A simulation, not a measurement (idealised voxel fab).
The process module presented herein is designated voxel transistor to metal.
Section shown: cut. Width: 215 nm. Cell size: 5 nm, square.
When this document writes out a cross-section, it uses a grid of square cells and lists it as bands, beginning at the top and moving down, with a band standing for one or more rows of cells.
Band entry format. Leading values: height of top, height of bottom, nm. Remainder: materials in left-to-right order, each with its width in nm. Special words: "throughout" on a single material, which then fills the band edge to edge; "empty", empty space.
The reference from which all heights are counted is 0, the level beneath which the as-received wafer is entirely one material; the lowest band, having no lower bound, proceeds downward and is written after the example "0 and below".
Width "30..40": first value at the band's top row of cells, second value at its bottom row, equal change from row to row.
No cell of the cross-section changed in a step that is given as "changes: none".
"Listed closed voids": empty spaces of 8 cells or more with no open way to the top, each given as width x height at distance, distance from the left edge, all in nm.
Whatever follows a step's settings on its line is a remark the simulator itself makes about that step.
overlay nm: on a step with a mask, how far right of its planned place the mask lay; negative means left.
STEPS PLANNED FOR THE PROCESS
1. RECEIVE,material Si
2. OXIDIZE,depth nm 5
3. CONFORMAL_DEP,material SiN,thk nm 10
4. DIRECTIONAL_DEP,material aC,thk nm 15
5. PATTERN,tone cover,mask id ACTIVE,material resist,width nm 115,thk nm 35,overlay nm 0
6. DIRECTIONAL_ETCH,etch materials aC,depth nm 15
7. STRIP,etch materials resist
8. DIRECTIONAL_ETCH,etch materials SiN,depth nm 10
9. DIRECTIONAL_ETCH,etch materials SiO2,depth nm 5
10. DIRECTIONAL_ETCH,etch materials Si,depth nm 25
11. STRIP,etch materials aC
12. FILL_DEP,material SiO2,thk nm 15
13. CMP,height nm 10
14. SELECTIVE_ETCH,etch materials SiO2,depth nm 5
15. STRIP,etch materials SiN
16. SELECTIVE_ETCH,etch materials SiO2,depth nm 5
17. OXIDIZE,depth nm 5
18. DIRECTIONAL_DEP,material polySi,thk nm 20
19. DIRECTIONAL_DEP,material SiCN,thk nm 15
20. MASKED_ETCH,tone cover,mask id GATE,width nm 25,etch materials SiCN,depth nm 25,overlay nm 0
21. MASKED_ETCH,tone cover,mask id GATE,width nm 25,etch materials polySi,depth nm 30,overlay nm 0
22. CONFORMAL_DEP,material SiO2,thk nm 5
23. DIRECTIONAL_ETCH,etch materials SiO2,depth nm 5
24. CONFORMAL_DEP,material SiN,thk nm 5
25. DIRECTIONAL_ETCH,etch materials SiN,depth nm 5
26. DIRECTIONAL_ETCH,etch materials SiO2,depth nm 5
27. DIRECTIONAL_ETCH,etch materials Si,depth nm 15
28. EPI,material nSi,thk nm 15
29. FILL_DEP,material SiO2,thk nm 5
30. CMP,height nm 30
31. DIRECTIONAL_DEP,material SiO2,thk nm 15
32. PATTERN,tone open,mask id CONTACT,material resist,width nm 20,pitch nm 75,thk nm 15,overlay nm 0
33. DIRECTIONAL_ETCH,etch materials SiO2,depth nm 40
34. STRIP,etch materials resist
35. CONFORMAL_DEP,material TiN,thk nm 5
36. FILL_DEP,material Ru,thk nm 10
37. CMP,height nm 45
38. DIRECTIONAL_DEP,material TiN,thk nm 5
39. DIRECTIONAL_DEP,material Ru,thk nm 15
40. DIRECTIONAL_DEP,material aC,thk nm 10
41. PATTERN,tone cover,mask id METAL_1,material resist,width nm 20,pitch nm 75,thk nm 25,overlay nm -15
42. DIRECTIONAL_ETCH,etch materials aC,depth nm 10
43. STRIP,etch materials resist
44. DIRECTIONAL_ETCH,etch materials Ru,depth nm 15
45. DIRECTIONAL_ETCH,etch materials TiN,depth nm 5
46. STRIP,etch materials aC
47. FILL_DEP,material lowk,thk nm 10
48. CMP,height nm 65
49. CONFORMAL_DEP,material SiN,thk nm 5
What sets these wafers apart? The overlay nm at step 41. They all start alike, and the plan carries the first wafer's value.
RECEIVED WAFERS, FIRST OF SEVERAL: CROSS-SECTION AFTER STEP 1
    0 and below | Si throughout
    Listed closed voids: none
ROW PER WAFER, END-OF-MODULE: CELL GAIN (+)/LOSS (-) BY MATERIAL SINCE THE WAFER CAME IN, THEN CLOSED VOIDS
overlay nm -15, +52 Ru, -202 Si, +15 SiCN, +59 SiN, +400 SiO2, +44 TiN, +140 lowk, +74 nSi, +20 polySi, Listed closed voids: none
overlay nm -10, +52 Ru, -202 Si, +15 SiCN, +59 SiN, +400 SiO2, +44 TiN, +140 lowk, +74 nSi, +20 polySi, Listed closed voids: none
overlay nm -5, +52 Ru, -202 Si, +15 SiCN, +59 SiN, +400 SiO2, +44 TiN, +140 lowk, +74 nSi, +20 polySi, Listed closed voids: none
overlay nm 0, +52 Ru, -202 Si, +15 SiCN, +59 SiN, +400 SiO2, +44 TiN, +140 lowk, +74 nSi, +20 polySi, Listed closed voids: none
overlay nm 5, +52 Ru, -202 Si, +15 SiCN, +59 SiN, +400 SiO2, +44 TiN, +140 lowk, +74 nSi, +20 polySi, Listed closed voids: none
overlay nm 10, +52 Ru, -202 Si, +15 SiCN, +59 SiN, +400 SiO2, +44 TiN, +140 lowk, +74 nSi, +20 polySi, Listed closed voids: none
overlay nm 15, +52 Ru, -202 Si, +15 SiCN, +59 SiN, +400 SiO2, +44 TiN, +140 lowk, +74 nSi, +20 polySi, Listed closed voids: none
